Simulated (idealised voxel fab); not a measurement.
The following is a process module called voxel self aligned contacts.
FYI the section here is cut, 235 nm wide, cells are 5 nm squares.
Just so we're on the same page, the cross-sections are grids of square cells, and they're listed out in bands top to bottom, each band one or more rows deep. Band: top and bottom heights (nm) first, top before bottom; then materials from left to right, widths in nm. "everywhere" marks a sole material filling the band edge to edge. "empty" denotes empty space. All heights in this document are referenced to 0, defined as the level beneath which the wafer, as received, consists entirely of one material. The lowest band is not bounded below; it extends indefinitely downward and is written in the form "0 nm and below". So if you see something like "30->40" for the width, read it as the top row of the band sitting at the first number and the bottom row at the second, with every row in between moving by the same amount as the last. Step marked "identical to before"? Then no cell in the cross-section changed in it. Any empty space of 8 cells or more lacking an open way to the top shows up in "Enclosed cavity list" as width x height at distance, distance from the left edge, in nm. Heads up: the bit after the settings on a step's line is the simulator's remark on that step. The optional step-line setting "overlay nm" applies to steps with a mask and quantifies how far to the right of its planned location the mask lay, a negative value indicating leftward placement.
Intended process steps:
1 RECEIVE, material Si
2 CONFORMAL_DEP, material SiO2, thk nm 5
3 DIRECTIONAL_DEP, material polySi, thk nm 30
4 DIRECTIONAL_DEP, material SiN, thk nm 20
5 DIRECTIONAL_DEP, material aC, thk nm 15
6 PATTERN, tone cover, mask id GATE, material resist, width nm 35, pitch nm 75, thk nm 30, overlay nm 0
7 DIRECTIONAL_ETCH, etch materials aC, depth nm 15
8 STRIP, etch materials resist
9 DIRECTIONAL_ETCH, etch materials SiN, depth nm 20
10 DIRECTIONAL_ETCH, etch materials polySi, depth nm 30
11 STRIP, etch materials aC
12 CONFORMAL_DEP, material SiN, thk nm 10
13 DIRECTIONAL_ETCH, etch materials SiN, depth nm 10
14 FILL_DEP, material SiO2, thk nm 20
15 CMP, height nm 65
16 DIRECTIONAL_DEP, material aC, thk nm 15
17 PATTERN, tone open, mask id CONTACT, material resist, width nm 50, pitch nm 75, thk nm 35, overlay nm 0
18 DIRECTIONAL_ETCH, etch materials aC, depth nm 15
19 STRIP, etch materials resist
20 DIRECTIONAL_ETCH, etch materials SiO2, depth nm 65
21 STRIP, etch materials aC
22 CONFORMAL_DEP, material TiN, thk nm 5
23 FILL_DEP, material W, thk nm 10
24 CMP, height nm 65
25 CONFORMAL_DEP, material SiCN, thk nm 5
This is the cross-section of the wafer as we received it, i.e. after step 1:
0 nm and below = Si everywhere
Enclosed cavity list: none
Cross-sectional image of the first of two wafers at the end of the module, the run having proceeded as planned:
70 nm to 65 nm = SiCN everywhere
65 nm to 55 nm = 55 of SiO2 / 5->20 of TiN / 40->10 of W / 5->20 of TiN / 25 of SiO2 / 5->20 of TiN / 40->10 of W / 5->20 of TiN / 55 of SiO2
55 nm to 35 nm = 15 of SiO2 / 55 of SiN / 5 of TiN / 10 of W / 5 of TiN / 55 of SiN / 5 of TiN / 10 of W / 5 of TiN / 55 of SiN / 15 of SiO2
35 nm to 5 nm = 15 of SiO2 / 10 of SiN / 35 of polySi / 10 of SiN / 5 of TiN / 10 of W / 5 of TiN / 10 of SiN / 35 of polySi / 10 of SiN / 5 of TiN / 10 of W / 5 of TiN / 10 of SiN / 35 of polySi / 10 of SiN / 15 of SiO2
5 nm to 0 nm = 70 of SiO2 / 20 of TiN / 55 of SiO2 / 20 of TiN / 70 of SiO2
0 nm and below = Si everywhere
Enclosed cavity list: none
Cross-section at end of module for the second wafer of two, which matched the first in starting point and plan and differed by one mistake in its processing:
70 nm to 65 nm = SiCN everywhere
65 nm to 55 nm = 55 of SiO2 / 5 of TiN / 115 of W / 5 of TiN / 55 of SiO2
55 nm to 50 nm = 15 of SiO2 / 45 of TiN / 115 of W / 45 of TiN / 15 of SiO2
50 nm to 40 nm = 15 of SiO2 / 5 of TiN / 195 of W / 5 of TiN / 15 of SiO2
40 nm to 35 nm = 15 of SiO2 / 50 of TiN / 30 of W / 45 of TiN / 30 of W / 50 of TiN / 15 of SiO2
35 nm to 10 nm = 15 of SiO2 / 10 of TiN / 35 of polySi / 5 of TiN / 30 of W / 5 of TiN / 35 of polySi / 5 of TiN / 30 of W / 5 of TiN / 35 of polySi / 10 of TiN / 15 of SiO2
10 nm to 5 nm = 15 of SiO2 / 10 of TiN / 35 of polySi / 15 of TiN / 10 of W / 15 of TiN / 35 of polySi / 15 of TiN / 10 of W / 15 of TiN / 35 of polySi / 10 of TiN / 15 of SiO2
5 nm to 0 nm = 70 of SiO2 / 20 of TiN / 55 of SiO2 / 20 of TiN / 70 of SiO2
0 nm and below = Si everywhere
Enclosed cavity list: none
Against the plan, the run slipped here: step 21: run off-plan, actual operation and settings STRIP, etch materials SiN
At the finish, the second wafer shows more or fewer cells for some materials than the first does: -204 SiN, -10 SiO2, +51 TiN, +163 W
